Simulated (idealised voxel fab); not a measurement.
The following is a process module called voxel air gaps.
For reference, the cross-section in this document is cut, with width 265 nm and square cells of 5 nm.
How to read a cross-section here: the picture is a grid of square cells, written as bands going from the top down, and any band can span one or more rows of cells.
It is stipulated that each band's entry specify, in nanometres, the height of the top of the band and then that of its bottom, followed by the materials of the band in left-to-right sequence, each together with its width in nanometres. A single material marked by the word "full width" is understood to fill the band from edge to edge; the word "empty" is understood to denote empty space.
A quick word on heights: they are counted from 0, and under that level the wafer as it came to us is one material throughout. The lowest band is different from the rest in having no bottom; it simply continues downward, written as in "0..down".
The two numbers in a width such as "30 to 40" mark its ends across the band: the first belongs to the top row of cells, the second to the bottom row, and from each row to the next the width moves by the same amount.
A step reported as "no alteration" is a step in which no cell of the cross-section changed.
So "Sealed-off cavities" is basically the list of trapped voids: any empty space of 8 cells or more that can't reach the top through an opening. They're written width x height at distance, the distance being from the left edge, and it's all nm.
What comes after the settings on a step's line is commentary from the simulator itself on that step.
What "overlay nm" on a step's line means: if the step has a mask, that mask lay this far to the right of its planned place, or, when the value is negative, to the left.
# Process steps (planned)
1: RECEIVE,material Si
2: CONFORMAL_DEP,material SiO2,thk nm 10
3: CONFORMAL_DEP,material SiCN,thk nm 5
4: DIRECTIONAL_DEP,material lowk,thk nm 40
5: PATTERN,tone open,mask id LINES,material resist,width nm 20,pitch nm 45,thk nm 15,overlay nm -15
6: DIRECTIONAL_ETCH,etch materials lowk,depth nm 40
7: STRIP,etch materials resist
8: CONFORMAL_DEP,material TiN,thk nm 5
9: FILL_DEP,material W,thk nm 5
10: CMP,height nm 55
11: EPI,material Ru,thk nm 10
12: SELECTIVE_ETCH,etch materials lowk,depth nm 50
13: CONFORMAL_DEP,material SiCN,thk nm 5
Same starting wafers, different overlay nm at step 5. Plan value belongs to the first wafer.
# Received condition of the first of several wafers, sectioned: post-step 1
    0..down  Si full width
    Sealed-off cavities: none
# What follows is a table in which each wafer occupies a row; for the wafer as it stands at the close of the module, the row states, material by material, how many cells have been gained (+) or lost (-) since receipt, and then gives its closed voids
overlay nm -15 | +64 Ru | +206 SiCN | +106 SiO2 | +72 TiN | +56 W | Sealed-off cavities: 15 x 30 at 65; 15 x 30 at 110; 15 x 30 at 155
overlay nm -10 | +64 Ru | +206 SiCN | +106 SiO2 | +72 TiN | +56 W | Sealed-off cavities: 15 x 30 at 70; 15 x 30 at 115; 15 x 30 at 160
overlay nm -5 | +64 Ru | +206 SiCN | +106 SiO2 | +72 TiN | +56 W | Sealed-off cavities: 15 x 30 at 75; 15 x 30 at 120; 15 x 30 at 165
overlay nm 0 | +64 Ru | +206 SiCN | +106 SiO2 | +72 TiN | +56 W | Sealed-off cavities: 15 x 30 at 80; 15 x 30 at 125; 15 x 30 at 170
overlay nm 5 | +64 Ru | +206 SiCN | +106 SiO2 | +72 TiN | +56 W | Sealed-off cavities: 15 x 30 at 85; 15 x 30 at 130; 15 x 30 at 175
overlay nm 10 | +64 Ru | +206 SiCN | +106 SiO2 | +72 TiN | +56 W | Sealed-off cavities: 15 x 30 at 90; 15 x 30 at 135; 15 x 30 at 180
overlay nm 15 | +64 Ru | +206 SiCN | +106 SiO2 | +72 TiN | +56 W | Sealed-off cavities: 15 x 30 at 95; 15 x 30 at 140; 15 x 30 at 185
